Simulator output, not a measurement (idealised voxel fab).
Process module under the name voxel transistor to metal
The width of the displayed cross-section, cut, is 205 nm; its cells are square, with a size of 5 nm.
Throughout this document, each cross-section is represented as a grid of square cells and is presented as a sequence of bands enumerated from the top downward, where a band comprises one or more rows of cells.
A band entry consists of two parts. The first gives the height of the band's top and the height of its bottom, in nm. The rest lists the band's materials from left to right, each with its width in nm. A single material labelled with the word "all across" fills the band from edge to edge, and the word "air" marks empty space.
Basically, 0 is our baseline, since under it the wafer straight out of the box is all one material. The bottom band has no lower end and keeps on going down, so it looks like "0 down".
Per-row width for "30..40": begins at first number (top row of band), ends at second number (bottom row), increment between rows held constant.
Where a step carries "remained unchanged", the cross-section came out of it unchanged, cell for cell.
For the entry "Closed voids list", the listed items are empty spaces with no open way to the top whose size is 8 cells or more; each item follows the pattern width x height at distance, where distance is from the left edge and all three are in nm.
It should be noted that, on the line of a given step, the content following the step's settings is a remark produced by the simulator itself with respect to that step.
overlay nm: how far to the right of its planned place the mask lay on this masked step (negative: to the left).
**Process steps foreseen in the plan**
step 1: RECEIVE,material Si
step 2: CONFORMAL_DEP,material SiO2,thk nm 5
step 3: CONFORMAL_DEP,material SiN,thk nm 15
step 4: MASKED_ETCH,tone cover,mask id ACTIVE,width nm 95,etch materials SiN,depth nm 15,overlay nm 0
step 5: MASKED_ETCH,tone cover,mask id ACTIVE,width nm 95,etch materials SiO2,depth nm 5,overlay nm 0
step 6: MASKED_ETCH,tone cover,mask id ACTIVE,width nm 95,etch materials Si,depth nm 25,overlay nm 0
step 7: FILL_DEP,material SiO2,thk nm 15
step 8: CMP,height nm 20
step 9: SELECTIVE_ETCH,etch materials SiO2,depth nm 15
step 10: STRIP,etch materials SiN
step 11: SELECTIVE_ETCH,etch materials SiO2,depth nm 5
step 12: OXIDIZE,depth nm 5
step 13: DIRECTIONAL_DEP,material polySi,thk nm 30
step 14: DIRECTIONAL_DEP,material SiCN,thk nm 15
step 15: DIRECTIONAL_DEP,material aC,thk nm 15
step 16: PATTERN,tone cover,mask id GATE,material resist,width nm 15,thk nm 35,overlay nm 0
step 17: DIRECTIONAL_ETCH,etch materials aC,depth nm 15
step 18: STRIP,etch materials resist
step 19: DIRECTIONAL_ETCH,etch materials SiCN,depth nm 25
step 20: DIRECTIONAL_ETCH,etch materials polySi,depth nm 40
step 21: STRIP,etch materials aC
step 22: CONFORMAL_DEP,material SiN,thk nm 5
step 23: DIRECTIONAL_ETCH,etch materials SiN,depth nm 5
step 24: DIRECTIONAL_ETCH,etch materials SiO2,depth nm 5
step 25: DIRECTIONAL_ETCH,etch materials Si,depth nm 15
step 26: EPI,material pSi,thk nm 20
step 27: FILL_DEP,material SiO2,thk nm 5
step 28: CMP,height nm 45
step 29: DIRECTIONAL_DEP,material SiO2,thk nm 15
step 30: PATTERN,tone open,mask id CONTACT,material resist,width nm 20,pitch nm 65,thk nm 15,overlay nm 0
step 31: DIRECTIONAL_ETCH,etch materials SiO2,depth nm 60
step 32: STRIP,etch materials resist
step 33: CONFORMAL_DEP,material TiN,thk nm 5
step 34: FILL_DEP,material W,thk nm 10
step 35: CMP,height nm 60
step 36: CONFORMAL_DEP,material SiCN,thk nm 5
step 37: DIRECTIONAL_DEP,material lowk,thk nm 20
step 38: MASKED_ETCH,tone open,mask id METAL_1,width nm 20,pitch nm 65,etch materials lowk,depth nm 20,overlay nm 0
step 39: MASKED_ETCH,tone open,mask id METAL_1,width nm 20,pitch nm 65,etch materials SiCN,depth nm 5,overlay nm 0
step 40: CONFORMAL_DEP,material TiN,thk nm 5
step 41: FILL_DEP,material Cu,thk nm 5
step 42: CMP,height nm 85
step 43: CONFORMAL_DEP,material SiCN,thk nm 5
step 44: DIRECTIONAL_DEP,material SiO2,thk nm 30
step 45: PATTERN,tone open,mask id METAL_2_HOLES,material resist,width nm 15,pitch nm 65,thk nm 15,overlay nm 0
step 46: DIRECTIONAL_ETCH,etch materials SiO2,depth nm 30
step 47: STRIP,etch materials resist
step 48: MASKED_ETCH,tone open,mask id METAL_2,width nm 20,pitch nm 65,etch materials SiO2,depth nm 15,overlay nm 0
step 49: MASKED_ETCH,tone open,mask id METAL_2,width nm 20,pitch nm 65,etch materials SiCN,depth nm 5,overlay nm 0
step 50: CONFORMAL_DEP,material TiN,thk nm 5
step 51: FILL_DEP,material Cu,thk nm 10
step 52: CMP,height nm 120
step 53: CONFORMAL_DEP,material SiCN,thk nm 5
**Wafer cross-section on receipt, i.e. after step 1**
0 down  Si all across
Closed voids list: none
**Final wafer profile in cross-section after the module, from the same start and plan as above, with one mistake made during processing**
125 to 120  SiCN all across
120 to 110  SiO2 60; TiN 5; Cu 10; TiN 5; SiO2 45; TiN 5; Cu 10; TiN 5; SiO2 60
110 to 105  SiO2 60; TiN 5; Cu 5; TiN 10; SiO2 45; TiN 5; Cu 5; TiN 10; SiO2 60
105 to 90  SiO2 60; TiN 5; Cu 5; TiN 5; SiO2 50; TiN 5; Cu 5; TiN 5; SiO2 65
90 to 85  SiCN 60; TiN 15; SiCN 50; TiN 15; SiCN 65
85 to 65  lowk 60; TiN 5; Cu 10; TiN 5; lowk 45; TiN 5; Cu 10; TiN 5; lowk 60
65 to 60  SiCN 60; TiN 20; SiCN 45; TiN 20; SiCN 60
60 to 50  SiO2 60; TiN 5; W 10; TiN 5; SiO2 45; TiN 5; W 10; TiN 5; SiO2 60
50 to 45  SiO2 60; TiN 20; SiO2 45; TiN 20; SiO2 60
45 to 30  SiCN 95; SiN 5; SiO2 5; SiN 5; SiCN 95
30 to 15  polySi 95; SiN 5; SiO2 5; SiN 5; polySi 95
15 to 0  polySi 95; SiN 5; pSi 5; SiN 5; polySi 95
0 to -5  SiO2 100; pSi 5; SiO2 100
-5 to -20  SiO2 55; Si 45; pSi 5; Si 45; SiO2 55
-20 to -25  SiO2 55; Si 95; SiO2 55
-25 down  Si all across
Closed voids list: none
In executing the process, a mistake was made relative to the plan: heads up, step 16 didn't go per plan, it actually ran as PATTERN,tone open,mask id GATE,material resist,width nm 15,thk nm 35,overlay nm 0
